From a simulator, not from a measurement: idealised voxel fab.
Process module name: voxel wiring stack
The width of the displayed cross-section, cut, is 270 nm; its cells are square, with a size of 5 nm.
Just so we're on the same page, the cross-sections are grids of square cells, and they're listed out in bands top to bottom, each band one or more rows deep.
Top height, bottom height, nm. Materials left to right, width each, nm. Single material + "throughout" = fills band edge to edge. "air" = empty.
Heights are measured from 0, the level below which the as-received wafer is all one material; the lowest band has no bottom and continues downward, written as in "z 0 and below".
The width entry "30..40" should be interpreted row by row: the top row of cells in the band takes the first number, the bottom row takes the second number, and the change between adjacent rows is uniform throughout.
The cross-section has no changed cell in any step marked "identical to before".
Listed in "Enclosed void inventory": every empty space of 8 or more cells without an open way to the top. Form: width x height at distance, the distance being from the left edge, all in nm.
The remark found on a step's line after its settings is issued by the simulator itself and pertains to that step.
For masked steps, "overlay nm" on the step line gives how far right of plan the mask actually lay; a minus sign means it lay to the left.

## Here's what the planned process steps look like
1,op RECEIVE | material Si
2,op CONFORMAL_DEP | material SiO2 | thk nm 15
3,op CONFORMAL_DEP | material SiCN | thk nm 5
4,op DIRECTIONAL_DEP | material SiO2 | thk nm 25
5,op MASKED_ETCH | tone open | mask id METAL_1 | width nm 20 | pitch nm 40 | etch materials SiO2 | depth nm 25 | overlay nm 0
6,op MASKED_ETCH | tone open | mask id METAL_1 | width nm 20 | pitch nm 40 | etch materials SiCN | depth nm 5 | overlay nm 0
7,op CONFORMAL_DEP | material TiN | thk nm 5
8,op FILL_DEP | material Cu | thk nm 5
9,op CMP | height nm 45
10,op EPI | material Ru | thk nm 5
11,op FILL_DEP | material SiCN | thk nm 5
12,op DIRECTIONAL_DEP | material lowk | thk nm 10
13,op MASKED_ETCH | tone open | mask id PLUG_1 | width nm 15 | pitch nm 40 | etch materials lowk | depth nm 10 | overlay nm 0
14,op MASKED_ETCH | tone open | mask id PLUG_1 | width nm 15 | pitch nm 40 | etch materials SiCN | depth nm 5 | overlay nm 0
15,op CONFORMAL_DEP | material TiN | thk nm 5
16,op FILL_DEP | material W | thk nm 10
17,op CMP | height nm 65
18,op DIRECTIONAL_DEP | material TiN | thk nm 5
19,op DIRECTIONAL_DEP | material W | thk nm 25
20,op MASKED_ETCH | tone cover | mask id METAL_2 | width nm 20 | pitch nm 40 | etch materials W | depth nm 25 | overlay nm 0
21,op MASKED_ETCH | tone cover | mask id METAL_2 | width nm 20 | pitch nm 40 | etch materials TiN | depth nm 5 | overlay nm 0
22,op CONFORMAL_DEP | material SiCN | thk nm 5
23,op FILL_DEP | material lowk | thk nm 10
24,op CMP | height nm 95
25,op CONFORMAL_DEP | material SiCN | thk nm 5

## Wafer, first of two, run as planned

## So this is the incoming wafer in cross-section - it's already been through step 1
> z 0 and below: Si throughout
> Enclosed void inventory: none

## The wafer in cross-section once step 2 is complete
> z 15 to 0: SiO2 throughout
> Rest of section, below 0: as before.

## The wafer in cross-section once step 3 is complete
> z 20 to 15: SiCN throughout
> Rest of section, below 15: as before.

## The wafer in cross-section once step 4 is complete
> z 45 to 20: SiO2 throughout
> Rest of section, below 20: as before.

## The wafer in cross-section once step 5 is complete
> z 45 to 20: SiO2 105  air 20  SiO2 20  air 20  SiO2 105
> Rest of section, below 20: as before.

## The wafer in cross-section once step 6 is complete
> z 45 to 20: SiO2 105  air 20  SiO2 20  air 20  SiO2 105
> z 20 to 15: SiCN 105  air 20  SiCN 20  air 20  SiCN 105
> Rest of section, below 15: as before.

## The wafer in cross-section once step 7 is complete
> z 50 to 45: TiN 110  air 10  TiN 30  air 10  TiN 110
> z 45 to 20: SiO2 105  TiN 5  air 10  TiN 5  SiO2 20  TiN 5  air 10  TiN 5  SiO2 105
> z 20 to 15: SiCN 105  TiN 20  SiCN 20  TiN 20  SiCN 105
> Rest of section, below 15: as before.

## The wafer in cross-section once step 8 is complete
> z 55 to 50: Cu throughout
> z 50 to 45: TiN 110  Cu 10  TiN 30  Cu 10  TiN 110
> z 45 to 20: SiO2 105  TiN 5  Cu 10  TiN 5  SiO2 20  TiN 5  Cu 10  TiN 5  SiO2 105
> Rest of section, below 20: as before.

## The wafer in cross-section once step 9 is complete
> z 45 to 20: SiO2 105  TiN 5  Cu 10  TiN 5  SiO2 20  TiN 5  Cu 10  TiN 5  SiO2 105
> Rest of section, below 20: as before.

## The wafer in cross-section once step 10 is complete
> z 50 to 45: air 100  Ru 30  air 10  Ru 30  air 100
> Rest of section, below 45: as before.

## The wafer in cross-section once step 11 is complete
> z 55 to 50: SiCN throughout
> z 50 to 45: SiCN 100  Ru 30  SiCN 10  Ru 30  SiCN 100
> Rest of section, below 45: as before.

## The wafer in cross-section once step 12 is complete
> z 65 to 55: lowk throughout
> Rest of section, below 55: as before.

## The wafer in cross-section once step 13 is complete
> z 65 to 55: lowk 105  air 15  lowk 25  air 15  lowk 110
> Rest of section, below 55: as before.

## The wafer in cross-section once step 14 is complete
> z 65 to 55: lowk 105  air 15  lowk 25  air 15  lowk 110
> z 55 to 50: SiCN 105  air 15  SiCN 25  air 15  SiCN 110
> Rest of section, below 50: as before.

## The wafer in cross-section once step 15 is complete
> z 70 to 65: TiN 110  air 5  TiN 35  air 5  TiN 115
> z 65 to 55: lowk 105  TiN 5  air 5  TiN 5  lowk 25  TiN 5  air 5  TiN 5  lowk 110
> z 55 to 50: SiCN 105  TiN 15  SiCN 25  TiN 15  SiCN 110
> Rest of section, below 50: as before.

## The wafer in cross-section once step 16 is complete
> z 80 to 70: W throughout
> z 70 to 65: TiN 110  W 5  TiN 35  W 5  TiN 115
> z 65 to 55: lowk 105  TiN 5  W 5  TiN 5  lowk 25  TiN 5  W 5  TiN 5  lowk 110
> Rest of section, below 55: as before.

## The wafer in cross-section once step 17 is complete
> z 65 to 55: lowk 105  TiN 5  W 5  TiN 5  lowk 25  TiN 5  W 5  TiN 5  lowk 110
> Rest of section, below 55: as before.

## The wafer in cross-section once step 18 is complete
> z 70 to 65: TiN throughout
> Rest of section, below 65: as before.

## The wafer in cross-section once step 19 is complete
> z 95 to 70: W throughout
> Rest of section, below 70: as before.

## The wafer in cross-section once step 20 is complete
> z 95 to 70: air 105  W 20  air 20  W 20  air 105
> Rest of section, below 70: as before.

## The wafer in cross-section once step 21 is complete
> z 95 to 70: air 105  W 20  air 20  W 20  air 105
> z 70 to 65: air 105  TiN 20  air 20  TiN 20  air 105
> Rest of section, below 65: as before.

## The wafer in cross-section once step 22 is complete
> z 100 to 95: air 100  SiCN 30  air 10  SiCN 30  air 100
> z 95 to 70: air 100  SiCN 5  W 20  SiCN 5  air 10  SiCN 5  W 20  SiCN 5  air 100
> z 70 to 65: SiCN 105  TiN 20  SiCN 20  TiN 20  SiCN 105
> Rest of section, below 65: as before.

## The wafer in cross-section once step 23 is complete
> z 110 to 100: lowk throughout
> z 100 to 95: lowk 100  SiCN 30  lowk 10  SiCN 30  lowk 100
> z 95 to 70: lowk 100  SiCN 5  W 20  SiCN 5  lowk 10  SiCN 5  W 20  SiCN 5  lowk 100
> Rest of section, below 70: as before.

## The wafer in cross-section once step 24 is complete
> z 95 to 70: lowk 100  SiCN 5  W 20  SiCN 5  lowk 10  SiCN 5  W 20  SiCN 5  lowk 100
> Rest of section, below 70: as before.

## The wafer in cross-section once step 25 is complete
> z 100 to 95: SiCN throughout
> Rest of section, below 95: as before.

## Wafer two. Identical start, identical plan. One mistake in execution. Identical history through step 1

## Second wafer cross-section, taken as of the time the plan sets for step 2 to be done
> z 30 to 0: SiO2 throughout
> Rest of section, below 0: as before.

## Second wafer cross-section, taken as of the time the plan sets for step 3 to be done
> z 35 to 30: SiCN throughout
> Rest of section, below 30: as before.

## Second wafer cross-section, taken as of the time the plan sets for step 4 to be done
> z 60 to 35: SiO2 throughout
> Rest of section, below 35: as before.

## Second wafer cross-section, taken as of the time the plan sets for step 5 to be done
> z 60 to 35: SiO2 105  air 20  SiO2 20  air 20  SiO2 105
> Rest of section, below 35: as before.

## Second wafer cross-section, taken as of the time the plan sets for step 6 to be done
> z 60 to 35: SiO2 105  air 20  SiO2 20  air 20  SiO2 105
> z 35 to 30: SiCN 105  air 20  SiCN 20  air 20  SiCN 105
> Rest of section, below 30: as before.

## Second wafer cross-section, taken as of the time the plan sets for step 7 to be done
> z 65 to 60: TiN 110  air 10  TiN 30  air 10  TiN 110
> z 60 to 35: SiO2 105  TiN 5  air 10  TiN 5  SiO2 20  TiN 5  air 10  TiN 5  SiO2 105
> z 35 to 30: SiCN 105  TiN 20  SiCN 20  TiN 20  SiCN 105
> Rest of section, below 30: as before.

## Second wafer cross-section, taken as of the time the plan sets for step 8 to be done
> z 70 to 65: Cu throughout
> z 65 to 60: TiN 110  Cu 10  TiN 30  Cu 10  TiN 110
> z 60 to 35: SiO2 105  TiN 5  Cu 10  TiN 5  SiO2 20  TiN 5  Cu 10  TiN 5  SiO2 105
> Rest of section, below 35: as before.

## Second wafer cross-section, taken as of the time the plan sets for step 9 to be done
> z 45 to 35: SiO2 105  TiN 5  Cu 10  TiN 5  SiO2 20  TiN 5  Cu 10  TiN 5  SiO2 105
> Rest of section, below 35: as before.

## Second wafer cross-section, taken as of the time the plan sets for step 10 to be done
> z 50 to 45: air 100  Ru 30  air 10  Ru 30  air 100
> Rest of section, below 45: as before.

## Second wafer cross-section, taken as of the time the plan sets for step 11 to be done
> z 55 to 50: SiCN throughout
> z 50 to 45: SiCN 100  Ru 30  SiCN 10  Ru 30  SiCN 100
> Rest of section, below 45: as before.

## Second wafer cross-section, taken as of the time the plan sets for step 12 to be done
> z 65 to 55: lowk throughout
> Rest of section, below 55: as before.

## Second wafer cross-section, taken as of the time the plan sets for step 13 to be done
> z 65 to 55: lowk 105  air 15  lowk 25  air 15  lowk 110
> Rest of section, below 55: as before.

## Second wafer cross-section, taken as of the time the plan sets for step 14 to be done
> z 65 to 55: lowk 105  air 15  lowk 25  air 15  lowk 110
> z 55 to 50: SiCN 105  air 15  SiCN 25  air 15  SiCN 110
> Rest of section, below 50: as before.

## Second wafer cross-section, taken as of the time the plan sets for step 15 to be done
> z 70 to 65: TiN 110  air 5  TiN 35  air 5  TiN 115
> z 65 to 55: lowk 105  TiN 5  air 5  TiN 5  lowk 25  TiN 5  air 5  TiN 5  lowk 110
> z 55 to 50: SiCN 105  TiN 15  SiCN 25  TiN 15  SiCN 110
> Rest of section, below 50: as before.

## Second wafer cross-section, taken as of the time the plan sets for step 16 to be done
> z 80 to 70: W throughout
> z 70 to 65: TiN 110  W 5  TiN 35  W 5  TiN 115
> z 65 to 55: lowk 105  TiN 5  W 5  TiN 5  lowk 25  TiN 5  W 5  TiN 5  lowk 110
> Rest of section, below 55: as before.

## Second wafer cross-section, taken as of the time the plan sets for step 17 to be done
> z 65 to 55: lowk 105  TiN 5  W 5  TiN 5  lowk 25  TiN 5  W 5  TiN 5  lowk 110
> Rest of section, below 55: as before.

## Second wafer cross-section, taken as of the time the plan sets for step 18 to be done
> z 70 to 65: TiN throughout
> Rest of section, below 65: as before.

## Second wafer cross-section, taken as of the time the plan sets for step 19 to be done
> z 95 to 70: W throughout
> Rest of section, below 70: as before.

## Second wafer cross-section, taken as of the time the plan sets for step 20 to be done
> z 95 to 70: air 105  W 20  air 20  W 20  air 105
> Rest of section, below 70: as before.

## Second wafer cross-section, taken as of the time the plan sets for step 21 to be done
> z 95 to 70: air 105  W 20  air 20  W 20  air 105
> z 70 to 65: air 105  TiN 20  air 20  TiN 20  air 105
> Rest of section, below 65: as before.

## Second wafer cross-section, taken as of the time the plan sets for step 22 to be done
> z 100 to 95: air 100  SiCN 30  air 10  SiCN 30  air 100
> z 95 to 70: air 100  SiCN 5  W 20  SiCN 5  air 10  SiCN 5  W 20  SiCN 5  air 100
> z 70 to 65: SiCN 105  TiN 20  SiCN 20  TiN 20  SiCN 105
> Rest of section, below 65: as before.

## Second wafer cross-section, taken as of the time the plan sets for step 23 to be done
> z 110 to 100: lowk throughout
> z 100 to 95: lowk 100  SiCN 30  lowk 10  SiCN 30  lowk 100
> z 95 to 70: lowk 100  SiCN 5  W 20  SiCN 5  lowk 10  SiCN 5  W 20  SiCN 5  lowk 100
> Rest of section, below 70: as before.

## Second wafer cross-section, taken as of the time the plan sets for step 24 to be done
> z 95 to 70: lowk 100  SiCN 5  W 20  SiCN 5  lowk 10  SiCN 5  W 20  SiCN 5  lowk 100
> Rest of section, below 70: as before.

## Second wafer cross-section, taken as of the time the plan sets for step 25 to be done
> z 100 to 95: SiCN throughout
> Rest of section, below 95: as before.
Misprocessing identified: yeah, plan step 2 got run twice
It is noted that, at the conclusion of processing, the second wafer exhibits a higher or lower cell count for certain materials relative to the first: -12 Cu | +24 SiO2 | -12 TiN
